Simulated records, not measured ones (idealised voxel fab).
Process module in this document: voxel wiring stack
FYI the section here is cut, 190 nm wide, cells are 5 nm squares.
Cross-section spec: square-cell grid; bands listed top down; each band is one or more rows.
Band entry format. Leading values: height of top, height of bottom, nm. Remainder: materials in left-to-right order, each with its width in nm. Special words: "edge to edge" on a single material, which then fills the band edge to edge; "air", empty space.
Heights are expressed relative to 0, this being the level below which the as-received wafer comprises one material exclusively. The lowest band is unbounded in the downward direction and is denoted as in "0 -> down".
Width "30 to 40": first value at the band's top row of cells, second value at its bottom row, equal change from row to row.
Key: "nothing altered" - step with no changed cell in the cross-section.
Sealed cavities: empty space of 8 cells or more with no open way to the top, each as width x height at its distance from the left edge, in nm
If you see something after the settings on a step's line, that's the simulator's own remark about that step.
overlay nm, on a step with a mask: how far to the right of its planned place the mask lay; to the left if negative

Process steps (planned)
1 RECEIVE [material Si]
2 CONFORMAL_DEP [material SiO2] [thk nm 10]
3 CONFORMAL_DEP [material SiN] [thk nm 5]
4 DIRECTIONAL_DEP [material lowk] [thk nm 15]
5 DIRECTIONAL_DEP [material aC] [thk nm 10]
6 PATTERN [tone open] [mask id METAL_1] [material resist] [width nm 30] [pitch nm 60] [thk nm 30] [overlay nm 0]
7 DIRECTIONAL_ETCH [etch materials aC] [depth nm 10]
8 STRIP [etch materials resist]
9 DIRECTIONAL_ETCH [etch materials lowk] [depth nm 15]
10 DIRECTIONAL_ETCH [etch materials SiN] [depth nm 5]
11 STRIP [etch materials aC]
12 CONFORMAL_DEP [material TiN] [thk nm 5]
13 FILL_DEP [material Cu] [thk nm 10]
14 CMP [height nm 30]
15 EPI [material Ru] [thk nm 5]
16 FILL_DEP [material SiCN] [thk nm 5]
17 DIRECTIONAL_DEP [material SiO2] [thk nm 15]
18 PATTERN [tone open] [mask id PLUG_1] [material resist] [width nm 15] [pitch nm 60] [thk nm 20] [overlay nm 0]
19 DIRECTIONAL_ETCH [etch materials SiO2] [depth nm 15]
20 DIRECTIONAL_ETCH [etch materials SiCN] [depth nm 5]
21 STRIP [etch materials resist]
22 CONFORMAL_DEP [material TiN] [thk nm 5]
23 FILL_DEP [material Ru] [thk nm 10]
24 CMP [height nm 55]
25 DIRECTIONAL_DEP [material TiN] [thk nm 5]
26 DIRECTIONAL_DEP [material W] [thk nm 20]
27 MASKED_ETCH [tone cover] [mask id METAL_2] [width nm 30] [pitch nm 60] [etch materials W] [depth nm 20] [overlay nm 0]
28 MASKED_ETCH [tone cover] [mask id METAL_2] [width nm 30] [pitch nm 60] [etch materials TiN] [depth nm 5] [overlay nm 0]
29 FILL_DEP [material SiO2] [thk nm 5]
30 CMP [height nm 80]
31 CONFORMAL_DEP [material SiCN] [thk nm 5]

The following pertains to the first of two wafers, which was processed as planned

Cross-section, incoming material, after step 1
	0 -> down | Si edge to edge
	Sealed cavities: none

Wafer after step 2 (cross-section)
	10 -> 0 | SiO2 edge to edge
	Heights below 0 show no change.

Wafer after step 3 (cross-section)
	15 -> 10 | SiN edge to edge
	Heights below 10 show no change.

Wafer after step 4 (cross-section)
	30 -> 15 | lowk edge to edge
	Heights below 15 show no change.

Wafer after step 5 (cross-section)
	40 -> 30 | aC edge to edge
	Heights below 30 show no change.

Wafer after step 6 (cross-section)
	70 -> 40 | resist (20)  air (30)  resist (30)  air (30)  resist (30)  air (30)  resist (20)
	Heights below 40 show no change.

Wafer after step 7 (cross-section)
	60 -> 40 | resist (20)  air (30)  resist (30)  air (30)  resist (30)  air (30)  resist (20)
	40 -> 30 | aC (20)  air (30)  aC (30)  air (30)  aC (30)  air (30)  aC (20)
	Heights below 30 show no change.

Wafer after step 8 (cross-section)
	40 -> 30 | aC (20)  air (30)  aC (30)  air (30)  aC (30)  air (30)  aC (20)
	Heights below 30 show no change.

Wafer after step 9 (cross-section)
	40 -> 30 | aC (20)  air (30)  aC (30)  air (30)  aC (30)  air (30)  aC (20)
	30 -> 15 | lowk (20)  air (30)  lowk (30)  air (30)  lowk (30)  air (30)  lowk (20)
	Heights below 15 show no change.

Wafer after step 10 (cross-section)
	40 -> 30 | aC (20)  air (30)  aC (30)  air (30)  aC (30)  air (30)  aC (20)
	30 -> 15 | lowk (20)  air (30)  lowk (30)  air (30)  lowk (30)  air (30)  lowk (20)
	15 -> 10 | SiN (20)  air (30)  SiN (30)  air (30)  SiN (30)  air (30)  SiN (20)
	Heights below 10 show no change.

Wafer after step 11 (cross-section)
	30 -> 15 | lowk (20)  air (30)  lowk (30)  air (30)  lowk (30)  air (30)  lowk (20)
	Heights below 15 show no change.

Wafer after step 12 (cross-section)
	35 -> 30 | TiN (25)  air (20)  TiN (40)  air (20)  TiN (40)  air (20)  TiN (25)
	30 -> 15 | lowk (20)  TiN (5)  air (20)  TiN (5)  lowk (30)  TiN (5)  air (20)  TiN (5)  lowk (30)  TiN (5)  air (20)  TiN (5)  lowk (20)
	15 -> 10 | SiN (20)  TiN (30)  SiN (30)  TiN (30)  SiN (30)  TiN (30)  SiN (20)
	Heights below 10 show no change.

Wafer after step 13 (cross-section)
	45 -> 35 | Cu edge to edge
	35 -> 30 | TiN (25)  Cu (20)  TiN (40)  Cu (20)  TiN (40)  Cu (20)  TiN (25)
	30 -> 15 | lowk (20)  TiN (5)  Cu (20)  TiN (5)  lowk (30)  TiN (5)  Cu (20)  TiN (5)  lowk (30)  TiN (5)  Cu (20)  TiN (5)  lowk (20)
	Heights below 15 show no change.

Wafer after step 14 (cross-section)
	30 -> 15 | lowk (20)  TiN (5)  Cu (20)  TiN (5)  lowk (30)  TiN (5)  Cu (20)  TiN (5)  lowk (30)  TiN (5)  Cu (20)  TiN (5)  lowk (20)
	Heights below 15 show no change.

Wafer after step 15 (cross-section)
	35 -> 30 | air (15)  Ru (40)  air (20)  Ru (40)  air (20)  Ru (40)  air (15)
	Heights below 30 show no change.

Wafer after step 16 (cross-section)
	40 -> 35 | SiCN edge to edge
	35 -> 30 | SiCN (15)  Ru (40)  SiCN (20)  Ru (40)  SiCN (20)  Ru (40)  SiCN (15)
	Heights below 30 show no change.

Wafer after step 17 (cross-section)
	55 -> 40 | SiO2 edge to edge
	Heights below 40 show no change.

Wafer after step 18 (cross-section)
	75 -> 55 | resist (20)  air (15)  resist (45)  air (15)  resist (45)  air (15)  resist (35)
	Heights below 55 show no change.

Wafer after step 19 (cross-section)
	75 -> 55 | resist (20)  air (15)  resist (45)  air (15)  resist (45)  air (15)  resist (35)
	55 -> 40 | SiO2 (20)  air (15)  SiO2 (45)  air (15)  SiO2 (45)  air (15)  SiO2 (35)
	Heights below 40 show no change.

Wafer after step 20 (cross-section)
	75 -> 55 | resist (20)  air (15)  resist (45)  air (15)  resist (45)  air (15)  resist (35)
	55 -> 40 | SiO2 (20)  air (15)  SiO2 (45)  air (15)  SiO2 (45)  air (15)  SiO2 (35)
	40 -> 35 | SiCN (20)  air (15)  SiCN (45)  air (15)  SiCN (45)  air (15)  SiCN (35)
	Heights below 35 show no change.

Wafer after step 21 (cross-section)
	55 -> 40 | SiO2 (20)  air (15)  SiO2 (45)  air (15)  SiO2 (45)  air (15)  SiO2 (35)
	Heights below 40 show no change.

Wafer after step 22 (cross-section)
	60 -> 55 | TiN (25)  air (5)  TiN (55)  air (5)  TiN (55)  air (5)  TiN (40)
	55 -> 40 | SiO2 (20)  TiN (5)  air (5)  TiN (5)  SiO2 (45)  TiN (5)  air (5)  TiN (5)  SiO2 (45)  TiN (5)  air (5)  TiN (5)  SiO2 (35)
	40 -> 35 | SiCN (20)  TiN (15)  SiCN (45)  TiN (15)  SiCN (45)  TiN (15)  SiCN (35)
	Heights below 35 show no change.

Wafer after step 23 (cross-section)
	70 -> 60 | Ru edge to edge
	60 -> 55 | TiN (25)  Ru (5)  TiN (55)  Ru (5)  TiN (55)  Ru (5)  TiN (40)
	55 -> 40 | SiO2 (20)  TiN (5)  Ru (5)  TiN (5)  SiO2 (45)  TiN (5)  Ru (5)  TiN (5)  SiO2 (45)  TiN (5)  Ru (5)  TiN (5)  SiO2 (35)
	Heights below 40 show no change.

Wafer after step 24 (cross-section)
	55 -> 40 | SiO2 (20)  TiN (5)  Ru (5)  TiN (5)  SiO2 (45)  TiN (5)  Ru (5)  TiN (5)  SiO2 (45)  TiN (5)  Ru (5)  TiN (5)  SiO2 (35)
	Heights below 40 show no change.

Wafer after step 25 (cross-section)
	60 -> 55 | TiN edge to edge
	Heights below 55 show no change.

Wafer after step 26 (cross-section)
	80 -> 60 | W edge to edge
	Heights below 60 show no change.

Wafer after step 27 (cross-section)
	80 -> 60 | air (20)  W (30)  air (30)  W (30)  air (30)  W (30)  air (20)
	Heights below 60 show no change.

Wafer after step 28 (cross-section)
	80 -> 60 | air (20)  W (30)  air (30)  W (30)  air (30)  W (30)  air (20)
	60 -> 55 | air (20)  TiN (30)  air (30)  TiN (30)  air (30)  TiN (30)  air (20)
	Heights below 55 show no change.

Wafer after step 29 (cross-section)
	85 -> 80 | SiO2 edge to edge
	80 -> 60 | SiO2 (20)  W (30)  SiO2 (30)  W (30)  SiO2 (30)  W (30)  SiO2 (20)
	60 -> 55 | SiO2 (20)  TiN (30)  SiO2 (30)  TiN (30)  SiO2 (30)  TiN (30)  SiO2 (20)
	Heights below 55 show no change.

Wafer after step 30 (cross-section)
	80 -> 60 | SiO2 (20)  W (30)  SiO2 (30)  W (30)  SiO2 (30)  W (30)  SiO2 (20)
	Heights below 60 show no change.

Wafer after step 31 (cross-section)
	85 -> 80 | SiCN edge to edge
	Heights below 80 show no change.

Here the second wafer is described. Its start and its plan were those of the first wafer. Its run contained one mistake. Up to and including step 2, it did exactly what the first wafer did

Second wafer shown in cross-section at the time step 3 was slated to end
	25 -> 10 | lowk edge to edge
	Heights below 10 show no change.

Second wafer shown in cross-section at the time step 4 was slated to end
	30 -> 25 | SiN edge to edge
	Heights below 25 show no change.

Second wafer shown in cross-section at the time step 5 was slated to end
	40 -> 30 | aC edge to edge
	Heights below 30 show no change.

Second wafer shown in cross-section at the time step 6 was slated to end
	70 -> 40 | resist (20)  air (30)  resist (30)  air (30)  resist (30)  air (30)  resist (20)
	Heights below 40 show no change.

Second wafer shown in cross-section at the time step 7 was slated to end
	60 -> 40 | resist (20)  air (30)  resist (30)  air (30)  resist (30)  air (30)  resist (20)
	40 -> 30 | aC (20)  air (30)  aC (30)  air (30)  aC (30)  air (30)  aC (20)
	Heights below 30 show no change.

Second wafer shown in cross-section at the time step 8 was slated to end
	40 -> 30 | aC (20)  air (30)  aC (30)  air (30)  aC (30)  air (30)  aC (20)
	Heights below 30 show no change.

Second wafer shown in cross-section at the time step 9 was slated to end: nothing altered

Second wafer shown in cross-section at the time step 10 was slated to end
	40 -> 30 | aC (20)  air (30)  aC (30)  air (30)  aC (30)  air (30)  aC (20)
	30 -> 25 | SiN (20)  air (30)  SiN (30)  air (30)  SiN (30)  air (30)  SiN (20)
	Heights below 25 show no change.

Second wafer shown in cross-section at the time step 11 was slated to end
	30 -> 25 | SiN (20)  air (30)  SiN (30)  air (30)  SiN (30)  air (30)  SiN (20)
	Heights below 25 show no change.

Second wafer shown in cross-section at the time step 12 was slated to end
	35 -> 30 | TiN (25)  air (20)  TiN (40)  air (20)  TiN (40)  air (20)  TiN (25)
	30 -> 25 | SiN (20)  TiN (30)  SiN (30)  TiN (30)  SiN (30)  TiN (30)  SiN (20)
	Heights below 25 show no change.

Second wafer shown in cross-section at the time step 13 was slated to end
	45 -> 35 | Cu edge to edge
	35 -> 30 | TiN (25)  Cu (20)  TiN (40)  Cu (20)  TiN (40)  Cu (20)  TiN (25)
	Heights below 30 show no change.

Second wafer shown in cross-section at the time step 14 was slated to end
	30 -> 25 | SiN (20)  TiN (30)  SiN (30)  TiN (30)  SiN (30)  TiN (30)  SiN (20)
	Heights below 25 show no change.

Second wafer shown in cross-section at the time step 15 was slated to end
	35 -> 30 | air (15)  Ru (40)  air (20)  Ru (40)  air (20)  Ru (40)  air (15)
	Heights below 30 show no change.

Second wafer shown in cross-section at the time step 16 was slated to end
	40 -> 35 | SiCN edge to edge
	35 -> 30 | SiCN (15)  Ru (40)  SiCN (20)  Ru (40)  SiCN (20)  Ru (40)  SiCN (15)
	Heights below 30 show no change.

Second wafer shown in cross-section at the time step 17 was slated to end
	55 -> 40 | SiO2 edge to edge
	Heights below 40 show no change.

Second wafer shown in cross-section at the time step 18 was slated to end
	75 -> 55 | resist (20)  air (15)  resist (45)  air (15)  resist (45)  air (15)  resist (35)
	Heights below 55 show no change.

Second wafer shown in cross-section at the time step 19 was slated to end
	75 -> 55 | resist (20)  air (15)  resist (45)  air (15)  resist (45)  air (15)  resist (35)
	55 -> 40 | SiO2 (20)  air (15)  SiO2 (45)  air (15)  SiO2 (45)  air (15)  SiO2 (35)
	Heights below 40 show no change.

Second wafer shown in cross-section at the time step 20 was slated to end
	75 -> 55 | resist (20)  air (15)  resist (45)  air (15)  resist (45)  air (15)  resist (35)
	55 -> 40 | SiO2 (20)  air (15)  SiO2 (45)  air (15)  SiO2 (45)  air (15)  SiO2 (35)
	40 -> 35 | SiCN (20)  air (15)  SiCN (45)  air (15)  SiCN (45)  air (15)  SiCN (35)
	Heights below 35 show no change.

Second wafer shown in cross-section at the time step 21 was slated to end
	55 -> 40 | SiO2 (20)  air (15)  SiO2 (45)  air (15)  SiO2 (45)  air (15)  SiO2 (35)
	Heights below 40 show no change.

Second wafer shown in cross-section at the time step 22 was slated to end
	60 -> 55 | TiN (25)  air (5)  TiN (55)  air (5)  TiN (55)  air (5)  TiN (40)
	55 -> 40 | SiO2 (20)  TiN (5)  air (5)  TiN (5)  SiO2 (45)  TiN (5)  air (5)  TiN (5)  SiO2 (45)  TiN (5)  air (5)  TiN (5)  SiO2 (35)
	40 -> 35 | SiCN (20)  TiN (15)  SiCN (45)  TiN (15)  SiCN (45)  TiN (15)  SiCN (35)
	Heights below 35 show no change.

Second wafer shown in cross-section at the time step 23 was slated to end
	70 -> 60 | Ru edge to edge
	60 -> 55 | TiN (25)  Ru (5)  TiN (55)  Ru (5)  TiN (55)  Ru (5)  TiN (40)
	55 -> 40 | SiO2 (20)  TiN (5)  Ru (5)  TiN (5)  SiO2 (45)  TiN (5)  Ru (5)  TiN (5)  SiO2 (45)  TiN (5)  Ru (5)  TiN (5)  SiO2 (35)
	Heights below 40 show no change.

Second wafer shown in cross-section at the time step 24 was slated to end
	55 -> 40 | SiO2 (20)  TiN (5)  Ru (5)  TiN (5)  SiO2 (45)  TiN (5)  Ru (5)  TiN (5)  SiO2 (45)  TiN (5)  Ru (5)  TiN (5)  SiO2 (35)
	Heights below 40 show no change.

Second wafer shown in cross-section at the time step 25 was slated to end
	60 -> 55 | TiN edge to edge
	Heights below 55 show no change.

Second wafer shown in cross-section at the time step 26 was slated to end
	80 -> 60 | W edge to edge
	Heights below 60 show no change.

Second wafer shown in cross-section at the time step 27 was slated to end
	80 -> 60 | air (20)  W (30)  air (30)  W (30)  air (30)  W (30)  air (20)
	Heights below 60 show no change.

Second wafer shown in cross-section at the time step 28 was slated to end
	80 -> 60 | air (20)  W (30)  air (30)  W (30)  air (30)  W (30)  air (20)
	60 -> 55 | air (20)  TiN (30)  air (30)  TiN (30)  air (30)  TiN (30)  air (20)
	Heights below 55 show no change.

Second wafer shown in cross-section at the time step 29 was slated to end
	85 -> 80 | SiO2 edge to edge
	80 -> 60 | SiO2 (20)  W (30)  SiO2 (30)  W (30)  SiO2 (30)  W (30)  SiO2 (20)
	60 -> 55 | SiO2 (20)  TiN (30)  SiO2 (30)  TiN (30)  SiO2 (30)  TiN (30)  SiO2 (20)
	Heights below 55 show no change.

Second wafer shown in cross-section at the time step 30 was slated to end
	80 -> 60 | SiO2 (20)  W (30)  SiO2 (30)  W (30)  SiO2 (30)  W (30)  SiO2 (20)
	Heights below 60 show no change.

Second wafer shown in cross-section at the time step 31 was slated to end
	85 -> 80 | SiCN edge to edge
	Heights below 80 show no change.
It is concluded that the wafer was processed incorrectly with respect to the plan, in that steps 3 and 4 were swapped
Heads up, by the end the second wafer has more or fewer cells of some materials compared to the first: -36 Cu, -18 TiN, +54 lowk
